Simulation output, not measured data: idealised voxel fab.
process module | voxel fin reveal
cross-section cut | 250 nm wide | cells 5 nm
A cross-section is a grid of square cells, given in bands from the top down. A band is one or more rows of cells.
Each band's line starts with the height of the band's top and of its bottom, in nm. Then come its materials from left to right, each with its width in nm. One material with "throughout" fills the band from edge to edge. "air" is empty space.
Height 0 is the level under which the wafer as received is all one material. The lowest band goes on downwards, as in "0 down".
A width such as "30 to 40" changes by the same amount from each row of cells to the next, from the band's top row to its bottom row.
"no change" after a step means that no cell of the cross-section changed.
closed voids: empty space of 8 cells or more with no open way to the top, each as width x height at its distance from the left edge, in nm
after a step's settings: what the simulator itself notes on the step
overlay nm, on a step with a mask: how far to the right of its planned place the mask lay; to the left if negative
plan
1 op RECEIVE | material Si
2 op CONFORMAL_DEP | material SiN | thk nm 5
3 op DIRECTIONAL_DEP | material aC | thk nm 15
4 op PATTERN | tone cover | mask id FINS | material resist | width nm 15 | pitch nm 35 | thk nm 35 | overlay nm 0
5 op DIRECTIONAL_ETCH | etch materials aC | depth nm 15
6 op STRIP | etch materials resist
7 op DIRECTIONAL_ETCH | etch materials SiN | depth nm 5
8 op DIRECTIONAL_ETCH | etch materials Si | depth nm 30
9 op STRIP | etch materials aC
10 op OXIDIZE | depth nm 5
11 op FILL_DEP | material SiO2 | thk nm 15
12 op CMP | height nm 5
13 op SELECTIVE_ETCH | etch materials SiO2 | depth nm 15
14 op STRIP | etch materials SiN
as received, after step 1
  0 down: Si throughout
  closed voids: none
first wafer at the end, as planned
  0 to -10: air 70 | Si 5 | air 30 | Si 5 | air 30 | Si 5 | air 30 | Si 5 | air 70
  -10 to -35: SiO2 70 | Si 5 | SiO2 30 | Si 5 | SiO2 30 | Si 5 | SiO2 30 | Si 5 | SiO2 70
  -35 down: Si throughout
  closed voids: none
second wafer at the end: like start, like plan, one mistake
  0 to -10: air 70 | Si 10 | air 25 | Si 10 | air 25 | Si 10 | air 25 | Si 10 | air 65
  -10 to -35: SiO2 70 | Si 10 | SiO2 25 | Si 10 | SiO2 25 | Si 10 | SiO2 25 | Si 10 | SiO2 65
  -35 down: Si throughout
  closed voids: none
what went wrong: step 4 ran as: op PATTERN | tone cover | mask id FINS | material resist | width nm 20 | pitch nm 35 | thk nm 35 | overlay nm 0
at the end the second wafer has, in cells: 28 more of Si | 20 fewer of SiO2
